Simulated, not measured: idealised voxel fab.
process module | voxel gate over fins
cross-section cut | 280 nm wide | cells 5 nm
A cross-section is a grid of square cells, given in bands from the top down. A band is one or more rows of cells.
Each band's line starts with the height of the band's top and of its bottom, in nm. Then come its materials from left to right, each with its width in nm. One material with "throughout" fills the band from edge to edge. "air" is empty space.
Height 0 is the level under which the wafer as received is all one material. The lowest band goes on downwards, as in "0 down".
A width such as "30 to 40" changes by the same amount from each row of cells to the next, from the band's top row to its bottom row.
"no change" after a step means that no cell of the cross-section changed.
closed voids: empty space of 8 cells or more with no open way to the top, each as width x height at its distance from the left edge, in nm
after a step's settings: what the simulator itself notes on the step
overlay nm, on a step with a mask: how far to the right of its planned place the mask lay; to the left if negative
plan
1 op RECEIVE | material Si
2 op CONFORMAL_DEP | material SiN | thk nm 5
3 op MASKED_ETCH | tone cover | mask id FINS | width nm 15 | pitch nm 45 | etch materials SiN | depth nm 5 | overlay nm 0
4 op MASKED_ETCH | tone cover | mask id FINS | width nm 15 | pitch nm 45 | etch materials Si | depth nm 30 | overlay nm 0
5 op FILL_DEP | material SiO2 | thk nm 15
6 op CMP | height nm 5
7 op SELECTIVE_ETCH | etch materials SiO2 | depth nm 15
8 op STRIP | etch materials SiN
9 op CONFORMAL_DEP | material HfO2 | thk nm 5
10 op CONFORMAL_DEP | material TiN | thk nm 5
11 op FILL_DEP | material W | thk nm 10
12 op CMP | height nm 15
13 op CONFORMAL_DEP | material SiCN | thk nm 5
as received, after step 1
  0 down: Si throughout
  closed voids: none
a wafer at the end: this start, this plan, one mistake
  20 to 15: SiCN throughout
  15 to 10: W throughout
  10 to 5: W 55 | HfO2 35 | W 10 | HfO2 35 | W 10 | HfO2 35 | W 10 | HfO2 35 | W 55
  5 to 0: W 55 | HfO2 5 | TiN 25 | HfO2 5 | W 10 | HfO2 5 | TiN 25 | HfO2 5 | W 10 | HfO2 5 | TiN 25 | HfO2 5 | W 10 | HfO2 5 | TiN 25 | HfO2 5 | W 55
  0 to -5: HfO2 60 | TiN 5 | Si 15 | TiN 5 | HfO2 20 | TiN 5 | Si 15 | TiN 5 | HfO2 20 | TiN 5 | Si 15 | TiN 5 | HfO2 20 | TiN 5 | Si 15 | TiN 5 | HfO2 60
  -5 to -10: TiN 65 | Si 15 | TiN 30 | Si 15 | TiN 30 | Si 15 | TiN 30 | Si 15 | TiN 65
  -10 to -30: SiO2 65 | Si 15 | SiO2 30 | Si 15 | SiO2 30 | Si 15 | SiO2 30 | Si 15 | SiO2 65
  -30 down: Si throughout
  closed voids: none
what went wrong: steps 9 and 10 were swapped
